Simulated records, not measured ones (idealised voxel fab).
Documented hereafter: the process module known as voxel air gaps.
Cross-sectional view cut (width: 205 nm; square cell size: 5 nm).
If you're reading a cross-section in this doc, picture square cells in a grid; it comes to you as bands, top ones listed first down to the bottom, and a band can be one or more rows of cells. The entry gives the band's vertical extent as a top height and a bottom height in nm, then its horizontal make-up as materials from left to right, each with a width in nm. "air" stands for empty space; a single material marked "everywhere" fills the band edge to edge. For the purposes of this specification, 0 denotes the height below which the wafer in its as-received condition is composed wholly of one material, and the lowermost band, lacking a lower limit, extends downward without end, as expressed in "0 -> down". So if you see something like "30->40" for the width, read it as the top row of the band sitting at the first number and the bottom row at the second, with every row in between moving by the same amount as the last. "no alterations made" -> step changed no cross-section cell. "Sealed cavities": sealed empty spaces, 8 cells or more, no open way to top, listed width x height at distance, with distance from the left edge and width, height and distance in nm. Anything after a step's settings on that line? It's the simulator's own note about the step. overlay nm, on a step with a mask: how far to the right of its planned place the mask lay; to the left if negative.
**This section lists the process steps that were planned**
1 RECEIVE | material Si
2 CONFORMAL_DEP | material SiO2 | thk nm 10
3 CONFORMAL_DEP | material SiN | thk nm 5
4 DIRECTIONAL_DEP | material lowk | thk nm 35
5 PATTERN | tone open | mask id LINES | material resist | width nm 20 | pitch nm 50 | thk nm 20 | overlay nm 0
6 DIRECTIONAL_ETCH | etch materials lowk | depth nm 35
7 STRIP | etch materials resist
8 CONFORMAL_DEP | material TiN | thk nm 5
9 FILL_DEP | material Cu | thk nm 10
10 CMP | height nm 50
11 EPI | material Ru | thk nm 10
12 SELECTIVE_ETCH | etch materials lowk | depth nm 45
13 CONFORMAL_DEP | material SiCN | thk nm 5
**First of two wafers, with the run carried out as planned**
**as received, after step 1**
> 0 -> down | Si everywhere
> Sealed cavities: none
**Cross-section of the wafer after step 2**
> 10 -> 0 | SiO2 everywhere
> Anything lower than 0 is untouched.
**Cross-section of the wafer after step 3**
> 15 -> 10 | SiN everywhere
> Anything lower than 10 is untouched.
**Cross-section of the wafer after step 4**
> 50 -> 15 | lowk everywhere
> Anything lower than 15 is untouched.
**Cross-section of the wafer after step 5**
> 70 -> 50 | resist 40 nm, then air 20 nm, then resist 30 nm, then air 20 nm, then resist 30 nm, then air 20 nm, then resist 45 nm
> Anything lower than 50 is untouched.
**Cross-section of the wafer after step 6**
> 70 -> 50 | resist 40 nm, then air 20 nm, then resist 30 nm, then air 20 nm, then resist 30 nm, then air 20 nm, then resist 45 nm
> 50 -> 15 | lowk 40 nm, then air 20 nm, then lowk 30 nm, then air 20 nm, then lowk 30 nm, then air 20 nm, then lowk 45 nm
> Anything lower than 15 is untouched.
**Cross-section of the wafer after step 7**
> 50 -> 15 | lowk 40 nm, then air 20 nm, then lowk 30 nm, then air 20 nm, then lowk 30 nm, then air 20 nm, then lowk 45 nm
> Anything lower than 15 is untouched.
**Cross-section of the wafer after step 8**
> 55 -> 50 | TiN 45 nm, then air 10 nm, then TiN 40 nm, then air 10 nm, then TiN 40 nm, then air 10 nm, then TiN 50 nm
> 50 -> 20 | lowk 40 nm, then TiN 5 nm, then air 10 nm, then TiN 5 nm, then lowk 30 nm, then TiN 5 nm, then air 10 nm, then TiN 5 nm, then lowk 30 nm, then TiN 5 nm, then air 10 nm, then TiN 5 nm, then lowk 45 nm
> 20 -> 15 | lowk 40 nm, then TiN 20 nm, then lowk 30 nm, then TiN 20 nm, then lowk 30 nm, then TiN 20 nm, then lowk 45 nm
> Anything lower than 15 is untouched.
**Cross-section of the wafer after step 9**
> 65 -> 55 | Cu everywhere
> 55 -> 50 | TiN 45 nm, then Cu 10 nm, then TiN 40 nm, then Cu 10 nm, then TiN 40 nm, then Cu 10 nm, then TiN 50 nm
> 50 -> 20 | lowk 40 nm, then TiN 5 nm, then Cu 10 nm, then TiN 5 nm, then lowk 30 nm, then TiN 5 nm, then Cu 10 nm, then TiN 5 nm, then lowk 30 nm, then TiN 5 nm, then Cu 10 nm, then TiN 5 nm, then lowk 45 nm
> Anything lower than 20 is untouched.
**Cross-section of the wafer after step 10**
> 50 -> 20 | lowk 40 nm, then TiN 5 nm, then Cu 10 nm, then TiN 5 nm, then lowk 30 nm, then TiN 5 nm, then Cu 10 nm, then TiN 5 nm, then lowk 30 nm, then TiN 5 nm, then Cu 10 nm, then TiN 5 nm, then lowk 45 nm
> Anything lower than 20 is untouched.
**Cross-section of the wafer after step 11**
> 60 -> 50 | air 30 nm, then Ru 40 nm, then air 10 nm, then Ru 40 nm, then air 10 nm, then Ru 40 nm, then air 35 nm
> Anything lower than 50 is untouched.
**Cross-section of the wafer after step 12**
> 60 -> 50 | air 30 nm, then Ru 40 nm, then air 10 nm, then Ru 40 nm, then air 10 nm, then Ru 40 nm, then air 35 nm
> 50 -> 20 | air 40 nm, then TiN 5 nm, then Cu 10 nm, then TiN 5 nm, then air 30 nm, then TiN 5 nm, then Cu 10 nm, then TiN 5 nm, then air 30 nm, then TiN 5 nm, then Cu 10 nm, then TiN 5 nm, then air 45 nm
> 20 -> 15 | air 40 nm, then TiN 20 nm, then air 30 nm, then TiN 20 nm, then air 30 nm, then TiN 20 nm, then air 45 nm
> Anything lower than 15 is untouched.
**Cross-section of the wafer after step 13**
> 65 -> 60 | air 25 nm, then SiCN 150 nm, then air 30 nm
> 60 -> 50 | air 25 nm, then SiCN 5 nm, then Ru 40 nm, then SiCN 10 nm, then Ru 40 nm, then SiCN 10 nm, then Ru 40 nm, then SiCN 5 nm, then air 30 nm
> 50 -> 45 | air 25 nm, then SiCN 15 nm, then TiN 5 nm, then Cu 10 nm, then TiN 5 nm, then SiCN 30 nm, then TiN 5 nm, then Cu 10 nm, then TiN 5 nm, then SiCN 30 nm, then TiN 5 nm, then Cu 10 nm, then TiN 5 nm, then SiCN 15 nm, then air 30 nm
> 45 -> 20 | air 35 nm, then SiCN 5 nm, then TiN 5 nm, then Cu 10 nm, then TiN 5 nm, then SiCN 5 nm, then air 20 nm, then SiCN 5 nm, then TiN 5 nm, then Cu 10 nm, then TiN 5 nm, then SiCN 5 nm, then air 20 nm, then SiCN 5 nm, then TiN 5 nm, then Cu 10 nm, then TiN 5 nm, then SiCN 5 nm, then air 40 nm
> 20 -> 15 | SiCN 40 nm, then TiN 20 nm, then SiCN 30 nm, then TiN 20 nm, then SiCN 30 nm, then TiN 20 nm, then SiCN 45 nm
> Anything lower than 15 is untouched.
> Sealed cavities: 20 x 25 at 65; 20 x 25 at 115
**Wafer two: like wafer one in start and plan, but with one mistake in execution; identical up to and including step 1**
Look at the second wafer in cross-section at the time step 2 ought to have finished: no alterations made
**Look at the second wafer in cross-section at the time step 3 ought to have finished**
> 5 -> 0 | SiN everywhere
> Anything lower than 0 is untouched.
**Look at the second wafer in cross-section at the time step 4 ought to have finished**
> 40 -> 5 | lowk everywhere
> Anything lower than 5 is untouched.
**Look at the second wafer in cross-section at the time step 5 ought to have finished**
> 60 -> 40 | resist 40 nm, then air 20 nm, then resist 30 nm, then air 20 nm, then resist 30 nm, then air 20 nm, then resist 45 nm
> Anything lower than 40 is untouched.
**Look at the second wafer in cross-section at the time step 6 ought to have finished**
> 60 -> 40 | resist 40 nm, then air 20 nm, then resist 30 nm, then air 20 nm, then resist 30 nm, then air 20 nm, then resist 45 nm
> 40 -> 5 | lowk 40 nm, then air 20 nm, then lowk 30 nm, then air 20 nm, then lowk 30 nm, then air 20 nm, then lowk 45 nm
> Anything lower than 5 is untouched.
**Look at the second wafer in cross-section at the time step 7 ought to have finished**
> 40 -> 5 | lowk 40 nm, then air 20 nm, then lowk 30 nm, then air 20 nm, then lowk 30 nm, then air 20 nm, then lowk 45 nm
> Anything lower than 5 is untouched.
**Look at the second wafer in cross-section at the time step 8 ought to have finished**
> 45 -> 40 | TiN 45 nm, then air 10 nm, then TiN 40 nm, then air 10 nm, then TiN 40 nm, then air 10 nm, then TiN 50 nm
> 40 -> 10 | lowk 40 nm, then TiN 5 nm, then air 10 nm, then TiN 5 nm, then lowk 30 nm, then TiN 5 nm, then air 10 nm, then TiN 5 nm, then lowk 30 nm, then TiN 5 nm, then air 10 nm, then TiN 5 nm, then lowk 45 nm
> 10 -> 5 | lowk 40 nm, then TiN 20 nm, then lowk 30 nm, then TiN 20 nm, then lowk 30 nm, then TiN 20 nm, then lowk 45 nm
> Anything lower than 5 is untouched.
**Look at the second wafer in cross-section at the time step 9 ought to have finished**
> 55 -> 45 | Cu everywhere
> 45 -> 40 | TiN 45 nm, then Cu 10 nm, then TiN 40 nm, then Cu 10 nm, then TiN 40 nm, then Cu 10 nm, then TiN 50 nm
> 40 -> 10 | lowk 40 nm, then TiN 5 nm, then Cu 10 nm, then TiN 5 nm, then lowk 30 nm, then TiN 5 nm, then Cu 10 nm, then TiN 5 nm, then lowk 30 nm, then TiN 5 nm, then Cu 10 nm, then TiN 5 nm, then lowk 45 nm
> Anything lower than 10 is untouched.
**Look at the second wafer in cross-section at the time step 10 ought to have finished**
> 50 -> 45 | Cu everywhere
> Anything lower than 45 is untouched.
**Look at the second wafer in cross-section at the time step 11 ought to have finished**
> 60 -> 50 | Ru everywhere
> Anything lower than 50 is untouched.
Look at the second wafer in cross-section at the time step 12 ought to have finished: no alterations made
**Look at the second wafer in cross-section at the time step 13 ought to have finished**
> 65 -> 60 | SiCN everywhere
> Anything lower than 60 is untouched.
Here's what went sideways: plan step 2 never ran because it was skipped
FYI, end of process, the second wafer has more or fewer cells of some materials than the first: 47 more of Cu | 34 more of Ru | 78 fewer of SiCN | 82 fewer of SiO2 | 35 more of TiN | 203 more of lowk
At process end, closed voids number 2 in the first wafer and 0 in the second wafer.
